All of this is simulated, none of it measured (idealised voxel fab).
process module | voxel spacer lines
cross-section cut | 160 nm wide | cells 5 nm
A cross-section is a grid of square cells, given in bands from the top down. A band is one or more rows of cells.
Each band's line starts with the height of the band's top and of its bottom, in nm. Then come its materials from left to right, each with its width in nm. One material with "throughout" fills the band from edge to edge. "air" is empty space.
Height 0 is the level under which the wafer as received is all one material. The lowest band goes on downwards, as in "0 down".
A width such as "30 to 40" changes by the same amount from each row of cells to the next, from the band's top row to its bottom row.
"no change" after a step means that no cell of the cross-section changed.
closed voids: empty space of 8 cells or more with no open way to the top, each as width x height at its distance from the left edge, in nm
after a step's settings: what the simulator itself notes on the step
overlay nm, on a step with a mask: how far to the right of its planned place the mask lay; to the left if negative
plan
1 op RECEIVE | material Si
2 op CONFORMAL_DEP | material Al2O3 | thk nm 5
3 op DIRECTIONAL_DEP | material TiN | thk nm 15
4 op DIRECTIONAL_DEP | material polySi | thk nm 20
5 op PATTERN | tone cover | mask id MANDREL | material resist | width nm 25 | pitch nm 80 | thk nm 30 | overlay nm 0
6 op DIRECTIONAL_ETCH | etch materials polySi | depth nm 20
7 op STRIP | etch materials resist
8 op CONFORMAL_DEP | material SiO2 | thk nm 15
9 op DIRECTIONAL_ETCH | etch materials SiO2 | depth nm 15
10 op STRIP | etch materials polySi
11 op DIRECTIONAL_ETCH | etch materials TiN | depth nm 15
12 op STRIP | etch materials SiO2
13 op FILL_DEP | material lowk | thk nm 10
14 op CMP | height nm 20
as received, after step 1
  0 down: Si throughout
  closed voids: none
a wafer at the end: this start, this plan, one mistake
  20 to 5: lowk 10 | TiN 15 | lowk 25 | TiN 15 | lowk 25 | TiN 15 | lowk 25 | TiN 15 | lowk 15
  5 to 0: polySi throughout
  0 down: Si throughout
  closed voids: none
what went wrong: step 2 ran as: op CONFORMAL_DEP | material polySi | thk nm 5
